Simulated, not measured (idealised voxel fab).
The process module presented herein is designated voxel air gaps.
For reference, the cross-section in this document is cut, with width 235 nm and square cells of 5 nm.
Cross-section = grid of square cells, listed top down in bands; band = one or more rows. For a band, the entry starts with two heights in nm, that of the top and then that of the bottom, and carries on with the band's materials in order from left to right, each alongside its width in nm; the word "throughout" beside a single material means it fills the band edge to edge, and "air" means empty space. Height datum 0, below which the as-received substrate wafer is one material. Lowest band open at the bottom, running downward: "0 nm and below". Quick explanation for "30..40": the width changes in equal steps down the rows of cells, from the first number in the band's top row to the second number in its bottom row. A step reported as "identical to before" is a step in which no cell of the cross-section changed. What "Sealed internal cavities" gives you is every empty space of 8 cells or more that is cut off from the top. Each appears as width x height at distance, with the distance taken from the left edge and width, height and distance all in nm. Text after the settings on a step's line: the simulator's own remark on that step. The optional step-line setting "overlay nm" applies to steps with a mask and quantifies how far to the right of its planned location the mask lay, a negative value indicating leftward placement.
Set out below are the planned steps of the process:
1 RECEIVE: material Si
2 CONFORMAL_DEP: material SiO2, thk nm 10
3 CONFORMAL_DEP: material SiN, thk nm 5
4 DIRECTIONAL_DEP: material SiO2, thk nm 40
5 DIRECTIONAL_DEP: material aC, thk nm 15
6 PATTERN: tone open, mask id LINES, material resist, width nm 15, pitch nm 45, thk nm 30, overlay nm 0
7 DIRECTIONAL_ETCH: etch materials aC, depth nm 15
8 STRIP: etch materials resist
9 DIRECTIONAL_ETCH: etch materials SiO2, depth nm 40
10 STRIP: etch materials aC
11 CONFORMAL_DEP: material TiN, thk nm 5
12 FILL_DEP: material Ru, thk nm 10
13 CMP: height nm 55
14 EPI: material Ru, thk nm 10
15 SELECTIVE_ETCH: etch materials SiO2, depth nm 50
16 CONFORMAL_DEP: material SiN, thk nm 5
Run as planned: first of two wafers:
Cross-section of the wafer as it came to us, i.e., already through step 1:
> 0 nm and below: Si throughout
> Sealed internal cavities: none
After step 2, in cross-section:
> 10 nm to 0 nm: SiO2 throughout
> Under 0: no change, same as before.
After step 3, in cross-section:
> 15 nm to 10 nm: SiN throughout
> Under 10: no change, same as before.
After step 4, in cross-section:
> 55 nm to 15 nm: SiO2 throughout
> Under 15: no change, same as before.
After step 5, in cross-section:
> 70 nm to 55 nm: aC throughout
> Under 55: no change, same as before.
After step 6, in cross-section:
> 100 nm to 70 nm: resist 65  air 15  resist 30  air 15  resist 30  air 15  resist 65
> Under 70: no change, same as before.
After step 7, in cross-section:
> 85 nm to 70 nm: resist 65  air 15  resist 30  air 15  resist 30  air 15  resist 65
> 70 nm to 55 nm: aC 65  air 15  aC 30  air 15  aC 30  air 15  aC 65
> Under 55: no change, same as before.
After step 8, in cross-section:
> 70 nm to 55 nm: aC 65  air 15  aC 30  air 15  aC 30  air 15  aC 65
> Under 55: no change, same as before.
After step 9, in cross-section:
> 70 nm to 55 nm: aC 65  air 15  aC 30  air 15  aC 30  air 15  aC 65
> 55 nm to 15 nm: SiO2 65  air 15  SiO2 30  air 15  SiO2 30  air 15  SiO2 65
> Under 15: no change, same as before.
After step 10, in cross-section:
> 55 nm to 15 nm: SiO2 65  air 15  SiO2 30  air 15  SiO2 30  air 15  SiO2 65
> Under 15: no change, same as before.
After step 11, in cross-section:
> 60 nm to 55 nm: TiN 70  air 5  TiN 40  air 5  TiN 40  air 5  TiN 70
> 55 nm to 20 nm: SiO2 65  TiN 5  air 5  TiN 5  SiO2 30  TiN 5  air 5  TiN 5  SiO2 30  TiN 5  air 5  TiN 5  SiO2 65
> 20 nm to 15 nm: SiO2 65  TiN 15  SiO2 30  TiN 15  SiO2 30  TiN 15  SiO2 65
> Under 15: no change, same as before.
After step 12, in cross-section:
> 70 nm to 60 nm: Ru throughout
> 60 nm to 55 nm: TiN 70  Ru 5  TiN 40  Ru 5  TiN 40  Ru 5  TiN 70
> 55 nm to 20 nm: SiO2 65  TiN 5  Ru 5  TiN 5  SiO2 30  TiN 5  Ru 5  TiN 5  SiO2 30  TiN 5  Ru 5  TiN 5  SiO2 65
> Under 20: no change, same as before.
After step 13, in cross-section:
> 55 nm to 20 nm: SiO2 65  TiN 5  Ru 5  TiN 5  SiO2 30  TiN 5  Ru 5  TiN 5  SiO2 30  TiN 5  Ru 5  TiN 5  SiO2 65
> Under 20: no change, same as before.
After step 14, in cross-section:
> 65 nm to 55 nm: air 55  Ru 35  air 10  Ru 35  air 10  Ru 35  air 55
> Under 55: no change, same as before.
After step 15, in cross-section:
> 65 nm to 55 nm: air 55  Ru 35  air 10  Ru 35  air 10  Ru 35  air 55
> 55 nm to 20 nm: air 65  TiN 5  Ru 5  TiN 5  air 30  TiN 5  Ru 5  TiN 5  air 30  TiN 5  Ru 5  TiN 5  air 65
> 20 nm to 15 nm: air 65  TiN 15  air 30  TiN 15  air 30  TiN 15  air 65
> Under 15: no change, same as before.
After step 16, in cross-section:
> 70 nm to 65 nm: air 50  SiN 135  air 50
> 65 nm to 55 nm: air 50  SiN 5  Ru 35  SiN 10  Ru 35  SiN 10  Ru 35  SiN 5  air 50
> 55 nm to 50 nm: air 50  SiN 15  TiN 5  Ru 5  TiN 5  SiN 30  TiN 5  Ru 5  TiN 5  SiN 30  TiN 5  Ru 5  TiN 5  SiN 15  air 50
> 50 nm to 20 nm: air 60  SiN 5  TiN 5  Ru 5  TiN 5  SiN 5  air 20  SiN 5  TiN 5  Ru 5  TiN 5  SiN 5  air 20  SiN 5  TiN 5  Ru 5  TiN 5  SiN 5  air 60
> 20 nm to 15 nm: SiN 65  TiN 15  SiN 30  TiN 15  SiN 30  TiN 15  SiN 65
> Under 15: no change, same as before.
> Sealed internal cavities: 20 x 30 at 85; 20 x 30 at 130
Wafer two: like wafer one in start and plan, but with one mistake in execution; identical up to and including step 12:
At the planned end of step 13, the second wafer in cross-section:
> 65 nm to 60 nm: Ru throughout
> Under 60: no change, same as before.
At the planned end of step 14, the second wafer in cross-section:
> 75 nm to 60 nm: Ru throughout
> Under 60: no change, same as before.
At the planned end of step 15, the second wafer in cross-section: identical to before
At the planned end of step 16, the second wafer in cross-section:
> 80 nm to 75 nm: SiN throughout
> Under 75: no change, same as before.
Run error: it should be noted that step 13 was executed with settings other than those planned, the operation and settings actually applied being CMP: height nm 65
Cell-count delta at end, second wafer over first, by material: Ru: 102 more, SiN: 84 fewer, SiO2: 304 more, TiN: 44 more
Note - end result: 2 closed voids (first wafer), 0 closed voids (second wafer).
